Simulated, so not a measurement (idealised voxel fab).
Presented below is a process module, voxel gate over fins.
Pictured: cross-section cut, 245 nm wide, on a grid of 5 nm square cells.
Square cells in a grid make up a cross-section in this document, and the grid is given as bands, listed from the top down, each one or more rows of cells. In this notation a band is specified by the heights of its top and bottom, in that order and in nm, after which its materials appear from left to right, each paired with its width in nm. The word "all across" attached to a single material means that material fills the band from edge to edge; the word "air" stands for empty space. Beneath 0, the wafer as received is one material, and that level is where height counting begins. The lowest band goes on downward without a bottom; it is written like "0..down". Width: "30..40" (first number = top row, second number = bottom row, same change from row to row of cells). Step marked "stayed the same"? Then no cell in the cross-section changed in it. So "Encapsulated voids" is basically the list of trapped voids: any empty space of 8 cells or more that can't reach the top through an opening. They're written width x height at distance, the distance being from the left edge, and it's all nm. Read whatever lies past the settings on a step's line as the simulator's own remark about the step. When a step includes a mask, the "overlay nm" setting on its line states how far to the right of its planned place that mask lay, and negative values state how far to the left.
# Set out below are the planned steps of the process
1. op RECEIVE | material Si
2. op CONFORMAL_DEP | material SiN | thk nm 10
3. op DIRECTIONAL_DEP | material aC | thk nm 10
4. op PATTERN | tone cover | mask id FINS | material resist | width nm 15 | pitch nm 55 | thk nm 30 | overlay nm 0
5. op DIRECTIONAL_ETCH | etch materials aC | depth nm 10
6. op STRIP | etch materials resist
7. op DIRECTIONAL_ETCH | etch materials SiN | depth nm 10
8. op DIRECTIONAL_ETCH | etch materials Si | depth nm 40
9. op STRIP | etch materials aC
10. op OXIDIZE | depth nm 5
11. op FILL_DEP | material SiO2 | thk nm 10
12. op CMP | height nm 10
13. op PATTERN | tone open | mask id RAIL | material resist | width nm 15 | thk nm 15 | overlay nm 0
14. op DIRECTIONAL_ETCH | etch materials SiO2 | depth nm 45
15. op STRIP | etch materials resist
16. op CONFORMAL_DEP | material TiN | thk nm 5
17. op FILL_DEP | material Ru | thk nm 10
18. op CMP | height nm 10
19. op SELECTIVE_ETCH | etch materials W Ru TiN | depth nm 30
20. op FILL_DEP | material SiO2 | thk nm 5
21. op CMP | height nm 10
22. op SELECTIVE_ETCH | etch materials SiO2 | depth nm 20
23. op STRIP | etch materials SiN
24. op CONFORMAL_DEP | material HfO2 | thk nm 5
25. op CONFORMAL_DEP | material TiN | thk nm 5
26. op FILL_DEP | material W | thk nm 15
27. op CMP | height nm 20
28. op CONFORMAL_DEP | material SiN | thk nm 5
# Wafer cross-section on receipt, i.e. after step 1
> 0..down = Si all across
> Encapsulated voids: none
# Below is the wafer in cross-section after the module was completed. It began from the starting point shown above and followed the plan shown above, except that one mistake was made while running it
> 25..20 = SiN all across
> 20..10 = W all across
> 10..5 = 80 of W / 25 of TiN / 30 of W / 25 of TiN / 85 of W
> 5..0 = 80 of W / 5 of TiN / 15 of HfO2 / 5 of TiN / 30 of W / 5 of TiN / 15 of HfO2 / 5 of TiN / 85 of W
> 0..-5 = 85 of TiN / 5 of HfO2 / 5 of Si / 5 of HfO2 / 40 of TiN / 5 of HfO2 / 5 of Si / 5 of HfO2 / 90 of TiN
> -5..-10 = 90 of HfO2 / 5 of Si / 50 of HfO2 / 5 of Si / 95 of HfO2
> -10..-20 = 90 of SiO2 / 5 of Si / 50 of SiO2 / 5 of Si / 95 of SiO2
> -20..-30 = 90 of SiO2 / 5 of Si / 10 of SiO2 / 5 of TiN / 5 of Ru / 5 of TiN / 25 of SiO2 / 5 of Si / 95 of SiO2
> -30..-35 = 90 of SiO2 / 5 of Si / 10 of SiO2 / 15 of TiN / 25 of SiO2 / 5 of Si / 95 of SiO2
> -35..-45 = 90 of SiO2 / 5 of Si / 50 of SiO2 / 5 of Si / 95 of SiO2
> -45..down = Si all across
> Encapsulated voids: none
Where did the run depart from the plan? rather than as planned, step 13 actually ran as op PATTERN | tone open | mask id RAIL | material resist | width nm 15 | thk nm 15 | overlay nm -5
